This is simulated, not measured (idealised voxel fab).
Process module name: voxel released beams
The cross-section on display is named cut; it measures 285 nm wide, and its cells are 5 nm squares.
A cross-section is a grid of square cells, given in bands from the top down. A band is one or more rows of cells.
Look at the band entry: it leads with the top's height and the bottom's height in nm. Then it lists the materials left to right, with a width in nm for each. The word "all across" on a single material says that material fills the band edge to edge. The word "blank" is empty space.
The reference from which all heights are counted is 0, the level beneath which the as-received wafer is entirely one material; the lowest band, having no lower bound, proceeds downward and is written after the example "0 and below".
The two numbers in a width such as "30..40" mark its ends across the band: the first belongs to the top row of cells, the second to the bottom row, and from each row to the next the width moves by the same amount.
"nothing was modified" means the step left every cell of the cross-section as it was.
Listed in "Enclosed cavities": every empty space of 8 or more cells without an open way to the top. Form: width x height at distance, the distance being from the left edge, all in nm.
On a step's line, text after the settings is the simulator commenting on that step.
When a step includes a mask, the "overlay nm" setting on its line states how far to the right of its planned place that mask lay, and negative values state how far to the left.
Intended process steps:
1: RECEIVE | material Si
2: CONFORMAL_DEP | material Al2O3 | thk nm 5
3: DIRECTIONAL_DEP | material SiO2 | thk nm 20
4: MASKED_ETCH | tone open | mask id ANCHOR | width nm 35 | etch materials SiO2 | depth nm 20 | overlay nm 0
5: CONFORMAL_DEP | material polySi | thk nm 15
6: MASKED_ETCH | tone cover | mask id BEAM | width nm 90 | etch materials polySi | depth nm 15 | overlay nm 0
7: STRIP | etch materials SiO2
First of two wafers, with the run carried out as planned:
So this is the incoming wafer in cross-section - it's already been through step 1:
- 0 and below: Si all across
- Enclosed cavities: none
Once step 2 is through, the wafer looks like this in cross-section:
- 5 down to 0: Al2O3 all across
- Rest of section, below 0: as before.
Once step 3 is through, the wafer looks like this in cross-section:
- 25 down to 5: SiO2 all across
- Rest of section, below 5: as before.
Once step 4 is through, the wafer looks like this in cross-section:
- 25 down to 5: SiO2: 100  blank: 35  SiO2: 150
- Rest of section, below 5: as before.
Once step 5 is through, the wafer looks like this in cross-section:
- 40 down to 25: polySi: 115  blank: 5  polySi: 165
- 25 down to 20: SiO2: 100  polySi: 15  blank: 5  polySi: 15  SiO2: 150
- 20 down to 5: SiO2: 100  polySi: 35  SiO2: 150
- Rest of section, below 5: as before.
Once step 6 is through, the wafer looks like this in cross-section:
- 40 down to 25: blank: 95  polySi: 20  blank: 5  polySi: 65  blank: 100
- Rest of section, below 25: as before.
Once step 7 is through, the wafer looks like this in cross-section:
- 40 down to 25: blank: 95  polySi: 20  blank: 5  polySi: 65  blank: 100
- 25 down to 20: blank: 100  polySi: 15  blank: 5  polySi: 15  blank: 150
- 20 down to 5: blank: 100  polySi: 35  blank: 150
- Rest of section, below 5: as before.
Now the other wafer: same start, same recipe, but we messed up one thing when running it. Up to and including step 1 it's the same as the first one:
Second wafer, cross-section, planned end of step 2:
- 5 down to 0: SiO2 all across
- Rest of section, below 0: as before.
Second wafer, cross-section, planned end of step 3:
- 25 down to 0: SiO2 all across
- Rest of section, below 0: as before.
Second wafer, cross-section, planned end of step 4:
- 25 down to 5: SiO2: 100  blank: 35  SiO2: 150
- Rest of section, below 5: as before.
Second wafer, cross-section, planned end of step 5:
- 40 down to 25: polySi: 115  blank: 5  polySi: 165
- 25 down to 20: SiO2: 100  polySi: 15  blank: 5  polySi: 15  SiO2: 150
- 20 down to 5: SiO2: 100  polySi: 35  SiO2: 150
- Rest of section, below 5: as before.
Second wafer, cross-section, planned end of step 6:
- 40 down to 25: blank: 95  polySi: 20  blank: 5  polySi: 65  blank: 100
- Rest of section, below 25: as before.
Second wafer, cross-section, planned end of step 7:
- 0 and below: Si all across
Against the plan, the run slipped here: it should be noted that step 2 was executed with settings other than those planned, the operation and settings actually applied being CONFORMAL_DEP | material SiO2 | thk nm 5
It is noted that, at the conclusion of processing, the second wafer exhibits a higher or lower cell count for certain materials relative to the first: -57 Al2O3; -78 polySi
